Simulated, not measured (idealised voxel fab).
Documented hereafter: the process module known as voxel self aligned vias.
The cross-section shown here is cut; it is 285 nm wide and divided into square cells measuring 5 nm on a side.
Cross-section = grid of square cells, listed top down in bands; band = one or more rows.
The entry gives the band's vertical extent as a top height and a bottom height in nm, then its horizontal make-up as materials from left to right, each with a width in nm. "blank" stands for empty space; a single material marked "full width" fills the band edge to edge.
Note: height 0 marks the level under which the wafer is uniformly one material as received. Lowest band unbounded below, written "0 and below".
You'd read "30..40" like this: the band's top row of cells is as wide as the first number, its bottom row is as wide as the second, and going down, every row changes width by the same amount as the row before did.
Step note "all unchanged" = no cross-section cell changed.
Entry "Catalogued sealed voids". Content: empty spaces with no open connection to the top, size 8 cells or greater. Each: width x height at distance. Distance: from left edge. Unit: nm.
On each step's line, the part that comes after the settings is the simulator's own comment on the step.
Steps that use a mask can have "overlay nm" on their line. It says how far the mask sat to the right of where it was meant to be. Negative means to the left.

## Steps in the process plan
- 1: RECEIVE (material Si)
- 2: CONFORMAL_DEP (material SiO2; thk nm 15)
- 3: CONFORMAL_DEP (material SiCN; thk nm 5)
- 4: DIRECTIONAL_DEP (material lowk; thk nm 30)
- 5: DIRECTIONAL_DEP (material aC; thk nm 10)
- 6: PATTERN (tone open; mask id LINES; material resist; width nm 20; pitch nm 60; thk nm 30; overlay nm 0)
- 7: DIRECTIONAL_ETCH (etch materials aC; depth nm 10)
- 8: STRIP (etch materials resist)
- 9: DIRECTIONAL_ETCH (etch materials lowk; depth nm 30)
- 10: STRIP (etch materials aC)
- 11: CONFORMAL_DEP (material TiN; thk nm 5)
- 12: FILL_DEP (material W; thk nm 10)
- 13: CMP (height nm 50)
- 14: SELECTIVE_ETCH (etch materials W Ru TiN; depth nm 10)
- 15: FILL_DEP (material SiN; thk nm 10)
- 16: CMP (height nm 50)
- 17: DIRECTIONAL_DEP (material lowk; thk nm 15)
- 18: PATTERN (tone open; mask id VIAS; material resist; width nm 40; thk nm 15; overlay nm 0)
- 19: DIRECTIONAL_ETCH (etch materials lowk; depth nm 15)
- 20: DIRECTIONAL_ETCH (etch materials SiN; depth nm 10)
- 21: STRIP (etch materials resist)
- 22: CONFORMAL_DEP (material TiN; thk nm 5)
- 23: FILL_DEP (material W; thk nm 5)
- 24: CMP (height nm 65)
- 25: CONFORMAL_DEP (material SiN; thk nm 5)

## So this is the incoming wafer in cross-section - it's already been through step 1
> 0 and below  Si full width
> Catalogued sealed voids: none

## Wafer at module end, in section. Began as above, planned as above, run with one mistake
> 70 down to 65  SiN full width
> 65 down to 55  90 lowk, 5 TiN, 30 W, 5 TiN, 155 lowk
> 55 down to 50  90 lowk, 15 TiN, 10 W, 15 TiN, 155 lowk
> 50 down to 45  100 lowk, 5 TiN, 10 W, 5 TiN, 40 lowk, 20 SiN, 105 lowk
> 45 down to 40  100 lowk, 20 TiN, 40 lowk, 20 SiN, 105 lowk
> 40 down to 35  100 lowk, 20 TiN, 40 lowk, 20 TiN, 105 lowk
> 35 down to 30  SiCN full width
> 30 down to 0  SiO2 full width
> 0 and below  Si full width
> Catalogued sealed voids: none
what went wrong: step 2, plan: ran twice
